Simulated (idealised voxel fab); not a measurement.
process module | voxel self aligned contacts
Square cells of 5 nm make up the cross-section cut, whose width is 260 nm.
This document writes a cross-section as a grid whose cells are square, and gives it as bands, listed from the top down; one or more rows of cells form a band.
Each band's line starts with the height of the band's top and of its bottom, in nm. Then come its materials from left to right, each with its width in nm. One material with "edge to edge" fills the band from edge to edge. "blank" is empty space.
It should be noted that heights are counted from 0, beneath which the wafer as supplied is of one material throughout, and that the lowest band possesses no lower boundary but continues downward, as written in "0 down".
A two-number width, for instance "30 to 40", indicates that the width is equal to the first number in the top row of the band and to the second number in the bottom row, and that it changes by a constant amount per row of cells.
"nothing changed" after a step means that no cell of the cross-section changed.
In "Trapped cavities" the enclosed voids are listed, meaning empty spaces of 8 cells or larger without any opening to the top. The form is width x height at distance, distance from the left edge, units nm.
Step line, after settings: the simulator's comment on this step.
A step's line can hold "overlay nm"; with a mask on that step, the setting says how far right of the planned place the mask lay, while a negative setting says it lay to the left.

Process steps - plan:
1 RECEIVE, material Si
2 OXIDIZE, depth nm 5
3 DIRECTIONAL_DEP, material polySi, thk nm 20
4 DIRECTIONAL_DEP, material SiN, thk nm 20
5 PATTERN, tone cover, mask id GATE, material resist, width nm 35, pitch nm 60, thk nm 15, overlay nm 0
6 DIRECTIONAL_ETCH, etch materials SiN, depth nm 20
7 DIRECTIONAL_ETCH, etch materials polySi, depth nm 20
8 STRIP, etch materials resist
9 CONFORMAL_DEP, material SiN, thk nm 5
10 DIRECTIONAL_ETCH, etch materials SiN, depth nm 5
11 FILL_DEP, material SiO2, thk nm 15
12 CMP, height nm 45
13 PATTERN, tone open, mask id CONTACT, material resist, width nm 45, thk nm 15, overlay nm 0
14 DIRECTIONAL_ETCH, etch materials SiO2, depth nm 50
15 STRIP, etch materials resist
16 CONFORMAL_DEP, material TiN, thk nm 5
17 FILL_DEP, material Ru, thk nm 5
18 CMP, height nm 45
19 CONFORMAL_DEP, material SiCN, thk nm 5

So this is the incoming wafer in cross-section - it's already been through step 1:
    0 down: Si edge to edge
    Trapped cavities: none

Cross-sectional result after module completion. Note: starting condition and plan are unchanged from above; one processing mistake was made:
    50 to 45: SiCN edge to edge
    45 to 40: SiO2 (115)  TiN (10)  Ru (5)  TiN (30)  SiO2 (100)
    40 to 20: SiO2 (75)  SiN (45)  TiN (5)  Ru (5)  TiN (5)  SiN (45)  SiO2 (80)
    20 to 0: SiO2 (75)  SiN (5)  polySi (35)  SiN (5)  TiN (5)  Ru (5)  TiN (5)  SiN (5)  polySi (35)  SiN (5)  SiO2 (80)
    0 to -5: SiO2 (120)  TiN (15)  SiO2 (125)
    -5 down: Si edge to edge
    Trapped cavities: none
Processing error: step 13 ran as: PATTERN, tone open, mask id CONTACT, material resist, width nm 45, thk nm 15, overlay nm 10
